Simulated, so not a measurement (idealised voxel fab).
process module | voxel double patterning
cross-section cut | 225 nm wide | cells 5 nm
A cross-section is a grid of square cells, given in bands from the top down. A band is one or more rows of cells.
Each band's line starts with the height of the band's top and of its bottom, in nm. Then come its materials from left to right, each with its width in nm. One material with "throughout" fills the band from edge to edge. "air" is empty space.
Height 0 is the level under which the wafer as received is all one material. The lowest band goes on downwards, as in "0 down".
A width such as "30 to 40" changes by the same amount from each row of cells to the next, from the band's top row to its bottom row.
"no change" after a step means that no cell of the cross-section changed.
closed voids: empty space of 8 cells or more with no open way to the top, each as width x height at its distance from the left edge, in nm
after a step's settings: what the simulator itself notes on the step
overlay nm, on a step with a mask: how far to the right of its planned place the mask lay; to the left if negative
plan
1 op RECEIVE | material Si
2 op CONFORMAL_DEP | material SiO2 | thk nm 5
3 op DIRECTIONAL_DEP | material W | thk nm 20
4 op DIRECTIONAL_DEP | material SiCN | thk nm 10
5 op DIRECTIONAL_DEP | material aC | thk nm 15
6 op PATTERN | tone open | mask id FIRST | material resist | width nm 15 | pitch nm 50 | thk nm 35 | overlay nm 0
7 op DIRECTIONAL_ETCH | etch materials aC | depth nm 15
8 op STRIP | etch materials resist
9 op DIRECTIONAL_ETCH | etch materials SiCN | depth nm 10
10 op STRIP | etch materials aC
11 op DIRECTIONAL_DEP | material aC | thk nm 10
12 op PATTERN | tone open | mask id SECOND | material resist | width nm 15 | thk nm 25 | overlay nm -15
13 op DIRECTIONAL_ETCH | etch materials aC | depth nm 10
14 op STRIP | etch materials resist
15 op DIRECTIONAL_ETCH | etch materials SiCN | depth nm 10
16 op STRIP | etch materials aC
17 op DIRECTIONAL_ETCH | etch materials W | depth nm 20
18 op STRIP | etch materials SiCN
varied across the wafers: overlay nm of step 12. The plan shows the first wafer's value. All wafers start alike
first wafer as received, after step 1
  0 down: Si throughout
  closed voids: none
each wafer at the end: cells of each material gained (+) or lost (-) since it was received, then its closed voids
overlay nm -15 | +45 SiO2 | +148 W | closed voids: none
overlay nm -10 | +45 SiO2 | +144 W | closed voids: none
overlay nm -5 | +45 SiO2 | +144 W | closed voids: none
overlay nm 0 | +45 SiO2 | +144 W | closed voids: none
overlay nm 5 | +45 SiO2 | +144 W | closed voids: none
overlay nm 10 | +45 SiO2 | +144 W | closed voids: none
overlay nm 15 | +45 SiO2 | +148 W | closed voids: none
